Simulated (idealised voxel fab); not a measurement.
Process module name: voxel lift off
FYI the section here is cut, 245 nm wide, cells are 5 nm squares.
How to read a cross-section here: the picture is a grid of square cells, written as bands going from the top down, and any band can span one or more rows of cells. Top, bottom (nm), then materials left to right with widths (nm); lone material tagged "edge to edge" fills the whole band edge to edge; "blank" = empty space. Height 0 is the level under which the wafer as received is all one material. The lowest band goes on downwards, as in "0 nm and below". It should be noted that a width expressed as "30->40" varies in equal increments from row to row of cells within the band, taking the value of the first number at the top row and that of the second number at the bottom row. What does "left unchanged" mean for a step? It means no cell of the cross-section changed in that step. Empty spaces without an open route to the top, at least 8 cells in extent, make up the entry "Trapped cavities"; each is given as width x height at distance, where the distance is measured from the left edge, and all are in nm. On each step's line, the part that comes after the settings is the simulator's own comment on the step. "overlay nm" answers the question of how far to the right of plan the mask lay on a step that has a mask, and when it is negative the answer is to the left.

These are the steps we planned for the process:
1: RECEIVE with material Si
2: CONFORMAL_DEP with material Al2O3, thk nm 5
3: PATTERN with tone open, mask id LINES, material resist, width nm 25, pitch nm 45, thk nm 20, overlay nm 0
4: DIRECTIONAL_DEP with material Ru, thk nm 5
5: STRIP with etch materials resist
6: CONFORMAL_DEP with material SiO2, thk nm 10

Delivered wafer in cross-section: state after step 1:
    0 nm and below | Si edge to edge
    Trapped cavities: none

End-of-module XS, first of two wafers, run as planned:
    20 nm to 15 nm | 30 of blank, then 180 of SiO2, then 35 of blank
    15 nm to 10 nm | SiO2 edge to edge
    10 nm to 5 nm | 40 of SiO2, then 25 of Ru, then 20 of SiO2, then 25 of Ru, then 20 of SiO2, then 25 of Ru, then 20 of SiO2, then 25 of Ru, then 45 of SiO2
    5 nm to 0 nm | Al2O3 edge to edge
    0 nm and below | Si edge to edge
    Trapped cavities: none

Here's the second of our two wafers sectioned at module end. Same start as the first, same plan, but one mistake got made running it:
    20 nm to 15 nm | 30 of blank, then 180 of Al2O3, then 35 of blank
    15 nm to 10 nm | Al2O3 edge to edge
    10 nm to 5 nm | 40 of Al2O3, then 25 of Ru, then 20 of Al2O3, then 25 of Ru, then 20 of Al2O3, then 25 of Ru, then 20 of Al2O3, then 25 of Ru, then 45 of Al2O3
    5 nm to 0 nm | Al2O3 edge to edge
    0 nm and below | Si edge to edge
    Trapped cavities: none
Heads up, the wafer didn't run the way we planned it: step 6: run off-plan, actual operation and settings CONFORMAL_DEP with material Al2O3, thk nm 10
The closing comparison, in cells, has the second wafer with more or fewer of some materials than the first: Al2O3 +114; SiO2 -114
